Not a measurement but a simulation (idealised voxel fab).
The following is a process module called voxel double patterning.
The figure presents cross-section cut, which has a width of 175 nm and is divided into square cells with an edge length of 5 nm.
Cross-section spec: square-cell grid; bands listed top down; each band is one or more rows.
This entry defines a band. It first specifies the height of the band's top and the height of its bottom in nm, and then specifies the band's materials from left to right, stating each material with its width in nm. The word "everywhere" identifies a single material that fills the band from edge to edge, while the word "empty" identifies empty space.
Beneath 0, the wafer as received is one material, and that level is where height counting begins. The lowest band goes on downward without a bottom; it is written like "0 down".
A width given as "30 to 40" starts at the first number in the band's top row and ends at the second number in its bottom row, shifting by an equal amount at every step from row to row.
"everything unchanged" (step): cross-section cells unchanged, all of them.
Empty spaces counting at least 8 cells and having no open way to the top are listed in "closed voids". The notation width x height at distance is used for each, the distance being from the left edge and all three values in nm.
Formally, on a step line, whatever follows the settings is a remark that the simulator itself makes on the step.
For masked steps, "overlay nm" on the step line gives how far right of plan the mask actually lay; a minus sign means it lay to the left.
Guide to the pairs. Each holds a before and an after cross-section around one process step; the after cross-section is cut off at the lowest band that changed. Look under the pair for the step between them and its settings. Pairs can come from different runs of this module on the same starting wafer, so a pair follows on from the one above it only where its entry headed "Pre-step cross-section" says it does.

Pre-step cross-section
* 0 down = Si everywhere
* closed voids: none

Post-Step Snapshot
* 10 to 0 = SiN everywhere
* Everything under 0 stays put, no change at all.
* closed voids: none
So what happens between those two cross-sections up there? CONFORMAL_DEP (material SiN; thk nm 10)

Pre-step cross-section: unchanged from the after cross-section in the pair immediately above; refer to that figure.

Post-Step Snapshot
* 25 to 10 = SiO2 everywhere
* Everything under 10 stays put, no change at all.
* closed voids: none
So what happens between those two cross-sections up there? DIRECTIONAL_DEP (material SiO2; thk nm 15)

Pre-step cross-section: unchanged from the after cross-section in the pair immediately above; refer to that figure.

Post-Step Snapshot
* 30 to 25 = SiCN everywhere
* Everything under 25 stays put, no change at all.
* closed voids: none
So what happens between those two cross-sections up there? DIRECTIONAL_DEP (material SiCN; thk nm 5)

Pre-step cross-section: unchanged from the after cross-section in the pair immediately above; refer to that figure.

Post-Step Snapshot
* 30 to 25 = 55 SiCN, then 15 empty, then 35 SiCN, then 15 empty, then 55 SiCN
* Everything under 25 stays put, no change at all.
* closed voids: none
So what happens between those two cross-sections up there? MASKED_ETCH (tone open; mask id FIRST; width nm 15; pitch nm 50; etch materials SiCN; depth nm 5; overlay nm 0)

Pre-step cross-section: unchanged from the after cross-section in the pair immediately above; refer to that figure.

Post-Step Snapshot
* 45 to 40 = 55 aC, then 15 empty, then 35 aC, then 15 empty, then 55 aC
* 40 to 30 = aC everywhere
* 30 to 25 = 55 SiCN, then 15 aC, then 35 SiCN, then 15 aC, then 55 SiCN
* Everything under 25 stays put, no change at all.
* closed voids: none
So what happens between those two cross-sections up there? DIRECTIONAL_DEP (material aC; thk nm 15)

Pre-step cross-section: unchanged from the after cross-section in the pair immediately above; refer to that figure.

Post-Step Snapshot
* 80 to 45 = 80 resist, then 15 empty, then 80 resist
* 45 to 40 = 55 aC, then 15 resist, then 35 aC, then 15 resist, then 55 aC
* Everything under 40 stays put, no change at all.
* closed voids: none
So what happens between those two cross-sections up there? PATTERN (tone open; mask id SECOND; material resist; width nm 15; thk nm 35; overlay nm 0)

Pre-step cross-section: unchanged from the after cross-section in the pair immediately above; refer to that figure.

Post-Step Snapshot
* 65 to 45 = 80 resist, then 15 empty, then 80 resist
* 45 to 40 = 55 aC, then 15 resist, then 10 aC, then 15 empty, then 10 aC, then 15 resist, then 55 aC
* 40 to 30 = 80 aC, then 15 empty, then 80 aC
* Everything under 30 stays put, no change at all.
* closed voids: none
So what happens between those two cross-sections up there? DIRECTIONAL_ETCH (etch materials aC; depth nm 15)

Pre-step cross-section: unchanged from the after cross-section in the pair immediately above; refer to that figure.

Post-Step Snapshot
* 45 to 40 = 55 aC, then 15 empty, then 10 aC, then 15 empty, then 10 aC, then 15 empty, then 55 aC
* Everything under 40 stays put, no change at all.
* closed voids: none
So what happens between those two cross-sections up there? STRIP (etch materials resist)

Pre-step cross-section: unchanged from the after cross-section in the pair immediately above; refer to that figure.

Post-Step Snapshot
* 45 to 40 = 55 aC, then 15 empty, then 10 aC, then 15 empty, then 10 aC, then 15 empty, then 55 aC
* 40 to 30 = 80 aC, then 15 empty, then 80 aC
* 30 to 25 = 55 SiCN, then 15 aC, then 10 SiCN, then 15 empty, then 10 SiCN, then 15 aC, then 55 SiCN
* Everything under 25 stays put, no change at all.
* closed voids: none
So what happens between those two cross-sections up there? DIRECTIONAL_ETCH (etch materials SiCN; depth nm 5)

Pre-step cross-section: unchanged from the after cross-section in the pair immediately above; refer to that figure.

Post-Step Snapshot
* 30 to 25 = 55 SiCN, then 15 empty, then 10 SiCN, then 15 empty, then 10 SiCN, then 15 empty, then 55 SiCN
* Everything under 25 stays put, no change at all.
* closed voids: none
So what happens between those two cross-sections up there? STRIP (etch materials aC)

Pre-step cross-section: unchanged from the after cross-section in the pair immediately above; refer to that figure.

Post-Step Snapshot
* 30 to 25 = 55 SiCN, then 15 empty, then 10 SiCN, then 15 empty, then 10 SiCN, then 15 empty, then 55 SiCN
* 25 to 10 = 55 SiO2, then 15 empty, then 10 SiO2, then 15 empty, then 10 SiO2, then 15 empty, then 55 SiO2
* Everything under 10 stays put, no change at all.
* closed voids: none
So what happens between those two cross-sections up there? DIRECTIONAL_ETCH (etch materials SiO2; depth nm 15)

Pre-step cross-section: unchanged from the after cross-section in the pair immediately above; refer to that figure.

Post-Step Snapshot
* 25 to 10 = 55 SiO2, then 15 empty, then 10 SiO2, then 15 empty, then 10 SiO2, then 15 empty, then 55 SiO2
* Everything under 10 stays put, no change at all.
* closed voids: none
So what happens between those two cross-sections up there? STRIP (etch materials SiCN)

Pre-step cross-section
* 0 down = Si everywhere
* closed voids: none

Post-Step Snapshot
* 15 to 0 = SiO2 everywhere
* Everything under 0 stays put, no change at all.
* closed voids: none
So what happens between those two cross-sections up there? DIRECTIONAL_DEP (material SiO2; thk nm 15)

Pre-step cross-section: unchanged from the after cross-section in the pair immediately above; refer to that figure.

Post-Step Snapshot
* 20 to 15 = SiCN everywhere
* Everything under 15 stays put, no change at all.
* closed voids: none
So what happens between those two cross-sections up there? DIRECTIONAL_DEP (material SiCN; thk nm 5)

Pre-step cross-section: unchanged from the after cross-section in the pair immediately above; refer to that figure.

Post-Step Snapshot
* 20 to 15 = 55 SiCN, then 15 empty, then 35 SiCN, then 15 empty, then 55 SiCN
* Everything under 15 stays put, no change at all.
* closed voids: none
So what happens between those two cross-sections up there? MASKED_ETCH (tone open; mask id FIRST; width nm 15; pitch nm 50; etch materials SiCN; depth nm 5; overlay nm 0)

Pre-step cross-section: unchanged from the after cross-section in the pair immediately above; refer to that figure.

Post-Step Snapshot
* 35 to 30 = 55 aC, then 15 empty, then 35 aC, then 15 empty, then 55 aC
* 30 to 20 = aC everywhere
* 20 to 15 = 55 SiCN, then 15 aC, then 35 SiCN, then 15 aC, then 55 SiCN
* Everything under 15 stays put, no change at all.
* closed voids: none
So what happens between those two cross-sections up there? DIRECTIONAL_DEP (material aC; thk nm 15)

Pre-step cross-section: unchanged from the after cross-section in the pair immediately above; refer to that figure.

Post-Step Snapshot
* 70 to 35 = 80 resist, then 15 empty, then 80 resist
* 35 to 30 = 55 aC, then 15 resist, then 35 aC, then 15 resist, then 55 aC
* Everything under 30 stays put, no change at all.
* closed voids: none
So what happens between those two cross-sections up there? PATTERN (tone open; mask id SECOND; material resist; width nm 15; thk nm 35; overlay nm 0)

Pre-step cross-section: unchanged from the after cross-section in the pair immediately above; refer to that figure.

Post-Step Snapshot
* 55 to 35 = 80 resist, then 15 empty, then 80 resist
* 35 to 30 = 55 aC, then 15 resist, then 10 aC, then 15 empty, then 10 aC, then 15 resist, then 55 aC
* 30 to 20 = 80 aC, then 15 empty, then 80 aC
* Everything under 20 stays put, no change at all.
* closed voids: none
So what happens between those two cross-sections up there? DIRECTIONAL_ETCH (etch materials aC; depth nm 15)

Pre-step cross-section: unchanged from the after cross-section in the pair immediately above; refer to that figure.

Post-Step Snapshot
* 35 to 30 = 55 aC, then 15 empty, then 10 aC, then 15 empty, then 10 aC, then 15 empty, then 55 aC
* Everything under 30 stays put, no change at all.
* closed voids: none
So what happens between those two cross-sections up there? STRIP (etch materials resist)

Pre-step cross-section: unchanged from the after cross-section in the pair immediately above; refer to that figure.

Post-Step Snapshot
* 35 to 30 = 55 aC, then 15 empty, then 10 aC, then 15 empty, then 10 aC, then 15 empty, then 55 aC
* 30 to 20 = 80 aC, then 15 empty, then 80 aC
* 20 to 15 = 55 SiCN, then 15 aC, then 10 SiCN, then 15 empty, then 10 SiCN, then 15 aC, then 55 SiCN
* Everything under 15 stays put, no change at all.
* closed voids: none
So what happens between those two cross-sections up there? DIRECTIONAL_ETCH (etch materials SiCN; depth nm 5)

Pre-step cross-section: unchanged from the after cross-section in the pair immediately above; refer to that figure.

Post-Step Snapshot
* 20 to 15 = 55 SiCN, then 15 empty, then 10 SiCN, then 15 empty, then 10 SiCN, then 15 empty, then 55 SiCN
* Everything under 15 stays put, no change at all.
* closed voids: none
So what happens between those two cross-sections up there? STRIP (etch materials aC)

Pre-step cross-section: unchanged from the after cross-section in the pair immediately above; refer to that figure.

Post-Step Snapshot
* 20 to 15 = 55 SiCN, then 15 empty, then 10 SiCN, then 15 empty, then 10 SiCN, then 15 empty, then 55 SiCN
* 15 to 0 = 55 SiO2, then 15 empty, then 10 SiO2, then 15 empty, then 10 SiO2, then 15 empty, then 55 SiO2
* Everything under 0 stays put, no change at all.
* closed voids: none
So what happens between those two cross-sections up there? DIRECTIONAL_ETCH (etch materials SiO2; depth nm 15)

Pre-step cross-section: unchanged from the after cross-section in the pair immediately above; refer to that figure.

Post-Step Snapshot
* 15 to 0 = 55 SiO2, then 15 empty, then 10 SiO2, then 15 empty, then 10 SiO2, then 15 empty, then 55 SiO2
* Everything under 0 stays put, no change at all.
* closed voids: none
So what happens between those two cross-sections up there? STRIP (etch materials SiCN)

Pre-step cross-section
* 25 to 10 = SiO2 everywhere
* 10 to 0 = SiN everywhere
* 0 down = Si everywhere
* closed voids: none

Post-Step Snapshot
* 40 to 10 = SiO2 everywhere
* Everything under 10 stays put, no change at all.
* closed voids: none
So what happens between those two cross-sections up there? DIRECTIONAL_DEP (material SiO2; thk nm 15)

Pre-step cross-section: unchanged from the after cross-section in the pair immediately above; refer to that figure.

Post-Step Snapshot
* 45 to 40 = SiCN everywhere
* Everything under 40 stays put, no change at all.
* closed voids: none
So what happens between those two cross-sections up there? DIRECTIONAL_DEP (material SiCN; thk nm 5)

Pre-step cross-section: unchanged from the after cross-section in the pair immediately above; refer to that figure.

Post-Step Snapshot
* 45 to 40 = 55 SiCN, then 15 empty, then 35 SiCN, then 15 empty, then 55 SiCN
* Everything under 40 stays put, no change at all.
* closed voids: none
So what happens between those two cross-sections up there? MASKED_ETCH (tone open; mask id FIRST; width nm 15; pitch nm 50; etch materials SiCN; depth nm 5; overlay nm 0)

Pre-step cross-section: unchanged from the after cross-section in the pair immediately above; refer to that figure.

Post-Step Snapshot
* 60 to 55 = 55 aC, then 15 empty, then 35 aC, then 15 empty, then 55 aC
* 55 to 45 = aC everywhere
* 45 to 40 = 55 SiCN, then 15 aC, then 35 SiCN, then 15 aC, then 55 SiCN
* Everything under 40 stays put, no change at all.
* closed voids: none
So what happens between those two cross-sections up there? DIRECTIONAL_DEP (material aC; thk nm 15)

Pre-step cross-section: unchanged from the after cross-section in the pair immediately above; refer to that figure.

Post-Step Snapshot
* 95 to 60 = 80 resist, then 15 empty, then 80 resist
* 60 to 55 = 55 aC, then 15 resist, then 35 aC, then 15 resist, then 55 aC
* Everything under 55 stays put, no change at all.
* closed voids: none
So what happens between those two cross-sections up there? PATTERN (tone open; mask id SECOND; material resist; width nm 15; thk nm 35; overlay nm 0)

Pre-step cross-section: unchanged from the after cross-section in the pair immediately above; refer to that figure.

Post-Step Snapshot
* 80 to 60 = 80 resist, then 15 empty, then 80 resist
* 60 to 55 = 55 aC, then 15 resist, then 10 aC, then 15 empty, then 10 aC, then 15 resist, then 55 aC
* 55 to 45 = 80 aC, then 15 empty, then 80 aC
* Everything under 45 stays put, no change at all.
* closed voids: none
So what happens between those two cross-sections up there? DIRECTIONAL_ETCH (etch materials aC; depth nm 15)

Pre-step cross-section: unchanged from the after cross-section in the pair immediately above; refer to that figure.

Post-Step Snapshot
* 60 to 55 = 55 aC, then 15 empty, then 10 aC, then 15 empty, then 10 aC, then 15 empty, then 55 aC
* Everything under 55 stays put, no change at all.
* closed voids: none
So what happens between those two cross-sections up there? STRIP (etch materials resist)

Pre-step cross-section: unchanged from the after cross-section in the pair immediately above; refer to that figure.

Post-Step Snapshot
* 60 to 55 = 55 aC, then 15 empty, then 10 aC, then 15 empty, then 10 aC, then 15 empty, then 55 aC
* 55 to 45 = 80 aC, then 15 empty, then 80 aC
* 45 to 40 = 55 SiCN, then 15 aC, then 10 SiCN, then 15 empty, then 10 SiCN, then 15 aC, then 55 SiCN
* Everything under 40 stays put, no change at all.
* closed voids: none
So what happens between those two cross-sections up there? DIRECTIONAL_ETCH (etch materials SiCN; depth nm 5)

Pre-step cross-section: unchanged from the after cross-section in the pair immediately above; refer to that figure.

Post-Step Snapshot
* 45 to 40 = 55 SiCN, then 15 empty, then 10 SiCN, then 15 empty, then 10 SiCN, then 15 empty, then 55 SiCN
* Everything under 40 stays put, no change at all.
* closed voids: none
So what happens between those two cross-sections up there? STRIP (etch materials aC)

Pre-step cross-section: unchanged from the after cross-section in the pair immediately above; refer to that figure.

Post-Step Snapshot
* 45 to 40 = 55 SiCN, then 15 empty, then 10 SiCN, then 15 empty, then 10 SiCN, then 15 empty, then 55 SiCN
* 40 to 25 = 55 SiO2, then 15 empty, then 10 SiO2, then 15 empty, then 10 SiO2, then 15 empty, then 55 SiO2
* Everything under 25 stays put, no change at all.
* closed voids: none
So what happens between those two cross-sections up there? DIRECTIONAL_ETCH (etch materials SiO2; depth nm 15)

Pre-step cross-section: unchanged from the after cross-section in the pair immediately above; refer to that figure.

Post-Step Snapshot
* 40 to 25 = 55 SiO2, then 15 empty, then 10 SiO2, then 15 empty, then 10 SiO2, then 15 empty, then 55 SiO2
* Everything under 25 stays put, no change at all.
* closed voids: none
So what happens between those two cross-sections up there? STRIP (etch materials SiCN)

Pre-step cross-section
* 15 to 0 = SiO2 everywhere
* 0 down = Si everywhere
* closed voids: none

Post-Step Snapshot
* 25 to 15 = SiN everywhere
* Everything under 15 stays put, no change at all.
* closed voids: none
So what happens between those two cross-sections up there? CONFORMAL_DEP (material SiN; thk nm 10)

Pre-step cross-section: unchanged from the after cross-section in the pair immediately above; refer to that figure.

Post-Step Snapshot
* 30 to 25 = SiCN everywhere
* Everything under 25 stays put, no change at all.
* closed voids: none
So what happens between those two cross-sections up there? DIRECTIONAL_DEP (material SiCN; thk nm 5)

Pre-step cross-section: unchanged from the after cross-section in the pair immediately above; refer to that figure.

Post-Step Snapshot
* 30 to 25 = 55 SiCN, then 15 empty, then 35 SiCN, then 15 empty, then 55 SiCN
* Everything under 25 stays put, no change at all.
* closed voids: none
So what happens between those two cross-sections up there? MASKED_ETCH (tone open; mask id FIRST; width nm 15; pitch nm 50; etch materials SiCN; depth nm 5; overlay nm 0)

Pre-step cross-section: unchanged from the after cross-section in the pair immediately above; refer to that figure.

Post-Step Snapshot
* 45 to 40 = 55 aC, then 15 empty, then 35 aC, then 15 empty, then 55 aC
* 40 to 30 = aC everywhere
* 30 to 25 = 55 SiCN, then 15 aC, then 35 SiCN, then 15 aC, then 55 SiCN
* Everything under 25 stays put, no change at all.
* closed voids: none
So what happens between those two cross-sections up there? DIRECTIONAL_DEP (material aC; thk nm 15)

Pre-step cross-section: unchanged from the after cross-section in the pair immediately above; refer to that figure.

Post-Step Snapshot
* 80 to 45 = 80 resist, then 15 empty, then 80 resist
* 45 to 40 = 55 aC, then 15 resist, then 35 aC, then 15 resist, then 55 aC
* Everything under 40 stays put, no change at all.
* closed voids: none
So what happens between those two cross-sections up there? PATTERN (tone open; mask id SECOND; material resist; width nm 15; thk nm 35; overlay nm 0)

Pre-step cross-section: unchanged from the after cross-section in the pair immediately above; refer to that figure.

Post-Step Snapshot
* 65 to 45 = 80 resist, then 15 empty, then 80 resist
* 45 to 40 = 55 aC, then 15 resist, then 10 aC, then 15 empty, then 10 aC, then 15 resist, then 55 aC
* 40 to 30 = 80 aC, then 15 empty, then 80 aC
* Everything under 30 stays put, no change at all.
* closed voids: none
So what happens between those two cross-sections up there? DIRECTIONAL_ETCH (etch materials aC; depth nm 15)

Pre-step cross-section: unchanged from the after cross-section in the pair immediately above; refer to that figure.

Post-Step Snapshot
* 45 to 40 = 55 aC, then 15 empty, then 10 aC, then 15 empty, then 10 aC, then 15 empty, then 55 aC
* Everything under 40 stays put, no change at all.
* closed voids: none
So what happens between those two cross-sections up there? STRIP (etch materials resist)

Pre-step cross-section: unchanged from the after cross-section in the pair immediately above; refer to that figure.

Post-Step Snapshot
* 45 to 40 = 55 aC, then 15 empty, then 10 aC, then 15 empty, then 10 aC, then 15 empty, then 55 aC
* 40 to 30 = 80 aC, then 15 empty, then 80 aC
* 30 to 25 = 55 SiCN, then 15 aC, then 10 SiCN, then 15 empty, then 10 SiCN, then 15 aC, then 55 SiCN
* Everything under 25 stays put, no change at all.
* closed voids: none
So what happens between those two cross-sections up there? DIRECTIONAL_ETCH (etch materials SiCN; depth nm 5)

Pre-step cross-section: unchanged from the after cross-section in the pair immediately above; refer to that figure.

Post-Step Snapshot
* 30 to 25 = 55 SiCN, then 15 empty, then 10 SiCN, then 15 empty, then 10 SiCN, then 15 empty, then 55 SiCN
* Everything under 25 stays put, no change at all.
* closed voids: none
So what happens between those two cross-sections up there? STRIP (etch materials aC)

Pre-step cross-section: unchanged from the after cross-section in the pair immediately above; refer to that figure.

Post-Step Snapshot
* 25 to 15 = SiN everywhere
* Everything under 15 stays put, no change at all.
* closed voids: none
So what happens between those two cross-sections up there? STRIP (etch materials SiCN)

Pre-step cross-section
* 10 to 0 = SiN everywhere
* 0 down = Si everywhere
* closed voids: none

Post-Step Snapshot
* 20 to 10 = SiO2 everywhere
* Everything under 10 stays put, no change at all.
* closed voids: none
So what happens between those two cross-sections up there? DIRECTIONAL_DEP (material SiO2; thk nm 10)

Pre-step cross-section: unchanged from the after cross-section in the pair immediately above; refer to that figure.

Post-Step Snapshot
* 25 to 20 = SiCN everywhere
* Everything under 20 stays put, no change at all.
* closed voids: none
So what happens between those two cross-sections up there? DIRECTIONAL_DEP (material SiCN; thk nm 5)

Pre-step cross-section: unchanged from the after cross-section in the pair immediately above; refer to that figure.

Post-Step Snapshot
* 25 to 20 = 55 SiCN, then 15 empty, then 35 SiCN, then 15 empty, then 55 SiCN
* Everything under 20 stays put, no change at all.
* closed voids: none
So what happens between those two cross-sections up there? MASKED_ETCH (tone open; mask id FIRST; width nm 15; pitch nm 50; etch materials SiCN; depth nm 5; overlay nm 0)

Pre-step cross-section: unchanged from the after cross-section in the pair immediately above; refer to that figure.

Post-Step Snapshot
* 40 to 35 = 55 aC, then 15 empty, then 35 aC, then 15 empty, then 55 aC
* 35 to 25 = aC everywhere
* 25 to 20 = 55 SiCN, then 15 aC, then 35 SiCN, then 15 aC, then 55 SiCN
* Everything under 20 stays put, no change at all.
* closed voids: none
So what happens between those two cross-sections up there? DIRECTIONAL_DEP (material aC; thk nm 15)

Pre-step cross-section: unchanged from the after cross-section in the pair immediately above; refer to that figure.

Post-Step Snapshot
* 75 to 40 = 80 resist, then 15 empty, then 80 resist
* 40 to 35 = 55 aC, then 15 resist, then 35 aC, then 15 resist, then 55 aC
* Everything under 35 stays put, no change at all.
* closed voids: none
So what happens between those two cross-sections up there? PATTERN (tone open; mask id SECOND; material resist; width nm 15; thk nm 35; overlay nm 0)

Pre-step cross-section: unchanged from the after cross-section in the pair immediately above; refer to that figure.

Post-Step Snapshot
* 60 to 40 = 80 resist, then 15 empty, then 80 resist
* 40 to 35 = 55 aC, then 15 resist, then 10 aC, then 15 empty, then 10 aC, then 15 resist, then 55 aC
* 35 to 25 = 80 aC, then 15 empty, then 80 aC
* Everything under 25 stays put, no change at all.
* closed voids: none
So what happens between those two cross-sections up there? DIRECTIONAL_ETCH (etch materials aC; depth nm 15)

Pre-step cross-section: unchanged from the after cross-section in the pair immediately above; refer to that figure.

Post-Step Snapshot
* 40 to 35 = 55 aC, then 15 empty, then 10 aC, then 15 empty, then 10 aC, then 15 empty, then 55 aC
* Everything under 35 stays put, no change at all.
* closed voids: none
So what happens between those two cross-sections up there? STRIP (etch materials resist)

Pre-step cross-section: unchanged from the after cross-section in the pair immediately above; refer to that figure.

Post-Step Snapshot
* 40 to 35 = 55 aC, then 15 empty, then 10 aC, then 15 empty, then 10 aC, then 15 empty, then 55 aC
* 35 to 25 = 80 aC, then 15 empty, then 80 aC
* 25 to 20 = 55 SiCN, then 15 aC, then 10 SiCN, then 15 empty, then 10 SiCN, then 15 aC, then 55 SiCN
* Everything under 20 stays put, no change at all.
* closed voids: none
So what happens between those two cross-sections up there? DIRECTIONAL_ETCH (etch materials SiCN; depth nm 5)

Pre-step cross-section: unchanged from the after cross-section in the pair immediately above; refer to that figure.

Post-Step Snapshot
* 25 to 20 = 55 SiCN, then 15 empty, then 10 SiCN, then 15 empty, then 10 SiCN, then 15 empty, then 55 SiCN
* Everything under 20 stays put, no change at all.
* closed voids: none
So what happens between those two cross-sections up there? STRIP (etch materials aC)

Pre-step cross-section: unchanged from the after cross-section in the pair immediately above; refer to that figure.

Post-Step Snapshot
* 25 to 20 = 55 SiCN, then 15 empty, then 10 SiCN, then 15 empty, then 10 SiCN, then 15 empty, then 55 SiCN
* 20 to 10 = 55 SiO2, then 15 empty, then 10 SiO2, then 15 empty, then 10 SiO2, then 15 empty, then 55 SiO2
* Everything under 10 stays put, no change at all.
* closed voids: none
So what happens between those two cross-sections up there? DIRECTIONAL_ETCH (etch materials SiO2; depth nm 15)

Pre-step cross-section: unchanged from the after cross-section in the pair immediately above; refer to that figure.

Post-Step Snapshot
* 20 to 10 = 55 SiO2, then 15 empty, then 10 SiO2, then 15 empty, then 10 SiO2, then 15 empty, then 55 SiO2
* Everything under 10 stays put, no change at all.
* closed voids: none
So what happens between those two cross-sections up there? STRIP (etch materials SiCN)

Pre-step cross-section
* 30 to 25 = SiCN everywhere
* 25 to 10 = SiO2 everywhere
* 10 to 0 = SiN everywhere
* 0 down = Si everywhere
* closed voids: none

Post-Step Snapshot
* 30 to 25 = 50 SiCN, then 25 empty, then 25 SiCN, then 25 empty, then 50 SiCN
* Everything under 25 stays put, no change at all.
* closed voids: none
So what happens between those two cross-sections up there? MASKED_ETCH (tone open; mask id FIRST; width nm 25; pitch nm 50; etch materials SiCN; depth nm 5; overlay nm 0)

Pre-step cross-section: unchanged from the after cross-section in the pair immediately above; refer to that figure.

Post-Step Snapshot
* 45 to 40 = 50 aC, then 25 empty, then 25 aC, then 25 empty, then 50 aC
* 40 to 30 = aC everywhere
* 30 to 25 = 50 SiCN, then 25 aC, then 25 SiCN, then 25 aC, then 50 SiCN
* Everything under 25 stays put, no change at all.
* closed voids: none
So what happens between those two cross-sections up there? DIRECTIONAL_DEP (material aC; thk nm 15)

Pre-step cross-section: unchanged from the after cross-section in the pair immediately above; refer to that figure.

Post-Step Snapshot
* 80 to 45 = 80 resist, then 15 empty, then 80 resist
* 45 to 40 = 50 aC, then 25 resist, then 25 aC, then 25 resist, then 50 aC
* Everything under 40 stays put, no change at all.
* closed voids: none
So what happens between those two cross-sections up there? PATTERN (tone open; mask id SECOND; material resist; width nm 15; thk nm 35; overlay nm 0)

Pre-step cross-section: unchanged from the after cross-section in the pair immediately above; refer to that figure.

Post-Step Snapshot
* 65 to 45 = 80 resist, then 15 empty, then 80 resist
* 45 to 40 = 50 aC, then 25 resist, then 5 aC, then 15 empty, then 5 aC, then 25 resist, then 50 aC
* 40 to 30 = 80 aC, then 15 empty, then 80 aC
* Everything under 30 stays put, no change at all.
* closed voids: none
So what happens between those two cross-sections up there? DIRECTIONAL_ETCH (etch materials aC; depth nm 15)

Pre-step cross-section: unchanged from the after cross-section in the pair immediately above; refer to that figure.

Post-Step Snapshot
* 45 to 40 = 50 aC, then 25 empty, then 5 aC, then 15 empty, then 5 aC, then 25 empty, then 50 aC
* Everything under 40 stays put, no change at all.
* closed voids: none
So what happens between those two cross-sections up there? STRIP (etch materials resist)

Pre-step cross-section: unchanged from the after cross-section in the pair immediately above; refer to that figure.

Post-Step Snapshot
* 45 to 40 = 50 aC, then 25 empty, then 5 aC, then 15 empty, then 5 aC, then 25 empty, then 50 aC
* 40 to 30 = 80 aC, then 15 empty, then 80 aC
* 30 to 25 = 50 SiCN, then 25 aC, then 5 SiCN, then 15 empty, then 5 SiCN, then 25 aC, then 50 SiCN
* Everything under 25 stays put, no change at all.
* closed voids: none
So what happens between those two cross-sections up there? DIRECTIONAL_ETCH (etch materials SiCN; depth nm 5)

Pre-step cross-section: unchanged from the after cross-section in the pair immediately above; refer to that figure.

Post-Step Snapshot
* 30 to 25 = 50 SiCN, then 25 empty, then 5 SiCN, then 15 empty, then 5 SiCN, then 25 empty, then 50 SiCN
* Everything under 25 stays put, no change at all.
* closed voids: none
So what happens between those two cross-sections up there? STRIP (etch materials aC)

Pre-step cross-section: unchanged from the after cross-section in the pair immediately above; refer to that figure.

Post-Step Snapshot
* 30 to 25 = 50 SiCN, then 25 empty, then 5 SiCN, then 15 empty, then 5 SiCN, then 25 empty, then 50 SiCN
* 25 to 10 = 50 SiO2, then 25 empty, then 5 SiO2, then 15 empty, then 5 SiO2, then 25 empty, then 50 SiO2
* Everything under 10 stays put, no change at all.
* closed voids: none
So what happens between those two cross-sections up there? DIRECTIONAL_ETCH (etch materials SiO2; depth nm 15)

Pre-step cross-section: unchanged from the after cross-section in the pair immediately above; refer to that figure.

Post-Step Snapshot
* 25 to 10 = 50 SiO2, then 25 empty, then 5 SiO2, then 15 empty, then 5 SiO2, then 25 empty, then 50 SiO2
* Everything under 10 stays put, no change at all.
* closed voids: none
So what happens between those two cross-sections up there? STRIP (etch materials SiCN)

Pre-step cross-section
* 45 to 40 = 55 aC, then 15 empty, then 35 aC, then 15 empty, then 55 aC
* 40 to 30 = aC everywhere
* 30 to 25 = 55 SiCN, then 15 aC, then 35 SiCN, then 15 aC, then 55 SiCN
* 25 to 10 = SiO2 everywhere
* 10 to 0 = SiN everywhere
* 0 down = Si everywhere
* closed voids: none

Post-Step Snapshot
* 80 to 45 = 70 resist, then 15 empty, then 90 resist
* 45 to 40 = 55 aC, then 15 resist, then 35 aC, then 15 resist, then 55 aC
* Everything under 40 stays put, no change at all.
* closed voids: none
So what happens between those two cross-sections up there? PATTERN (tone open; mask id SECOND; material resist; width nm 15; thk nm 35; overlay nm -10)

Pre-step cross-section: unchanged from the after cross-section in the pair immediately above; refer to that figure.

Post-Step Snapshot
* 65 to 45 = 70 resist, then 15 empty, then 90 resist
* 45 to 40 = 55 aC, then 15 resist, then 15 empty, then 20 aC, then 15 resist, then 55 aC
* 40 to 30 = 70 aC, then 15 empty, then 90 aC
* Everything under 30 stays put, no change at all.
* closed voids: none
So what happens between those two cross-sections up there? DIRECTIONAL_ETCH (etch materials aC; depth nm 15)

Pre-step cross-section: unchanged from the after cross-section in the pair immediately above; refer to that figure.

Post-Step Snapshot
* 45 to 40 = 55 aC, then 30 empty, then 20 aC, then 15 empty, then 55 aC
* Everything under 40 stays put, no change at all.
* closed voids: none
So what happens between those two cross-sections up there? STRIP (etch materials resist)

Pre-step cross-section: unchanged from the after cross-section in the pair immediately above; refer to that figure.

Post-Step Snapshot
* 45 to 40 = 55 aC, then 30 empty, then 20 aC, then 15 empty, then 55 aC
* 40 to 30 = 70 aC, then 15 empty, then 90 aC
* 30 to 25 = 55 SiCN, then 15 aC, then 15 empty, then 20 SiCN, then 15 aC, then 55 SiCN
* Everything under 25 stays put, no change at all.
* closed voids: none
So what happens between those two cross-sections up there? DIRECTIONAL_ETCH (etch materials SiCN; depth nm 5)

Pre-step cross-section: unchanged from the after cross-section in the pair immediately above; refer to that figure.

Post-Step Snapshot
* 30 to 25 = 55 SiCN, then 30 empty, then 20 SiCN, then 15 empty, then 55 SiCN
* Everything under 25 stays put, no change at all.
* closed voids: none
So what happens between those two cross-sections up there? STRIP (etch materials aC)

Pre-step cross-section: unchanged from the after cross-section in the pair immediately above; refer to that figure.

Post-Step Snapshot
* 30 to 25 = 55 SiCN, then 30 empty, then 20 SiCN, then 15 empty, then 55 SiCN
* 25 to 10 = 55 SiO2, then 30 empty, then 20 SiO2, then 15 empty, then 55 SiO2
* Everything under 10 stays put, no change at all.
* closed voids: none
So what happens between those two cross-sections up there? DIRECTIONAL_ETCH (etch materials SiO2; depth nm 15)

Pre-step cross-section: unchanged from the after cross-section in the pair immediately above; refer to that figure.

Post-Step Snapshot
* 25 to 10 = 55 SiO2, then 30 empty, then 20 SiO2, then 15 empty, then 55 SiO2
* Everything under 10 stays put, no change at all.
* closed voids: none
So what happens between those two cross-sections up there? STRIP (etch materials SiCN)

Pre-step cross-section
* 10 to 0 = SiN everywhere
* 0 down = Si everywhere
* closed voids: none

Post-Step Snapshot
* 25 to 0 = SiN everywhere
* Everything under 0 stays put, no change at all.
* closed voids: none
So what happens between those two cross-sections up there? DIRECTIONAL_DEP (material SiN; thk nm 15)

Pre-step cross-section: unchanged from the after cross-section in the pair immediately above; refer to that figure.

Post-Step Snapshot
* 30 to 25 = SiCN everywhere
* Everything under 25 stays put, no change at all.
* closed voids: none
So what happens between those two cross-sections up there? DIRECTIONAL_DEP (material SiCN; thk nm 5)

Pre-step cross-section: unchanged from the after cross-section in the pair immediately above; refer to that figure.

Post-Step Snapshot
* 30 to 25 = 55 SiCN, then 15 empty, then 35 SiCN, then 15 empty, then 55 SiCN
* Everything under 25 stays put, no change at all.
* closed voids: none
So what happens between those two cross-sections up there? MASKED_ETCH (tone open; mask id FIRST; width nm 15; pitch nm 50; etch materials SiCN; depth nm 5; overlay nm 0)
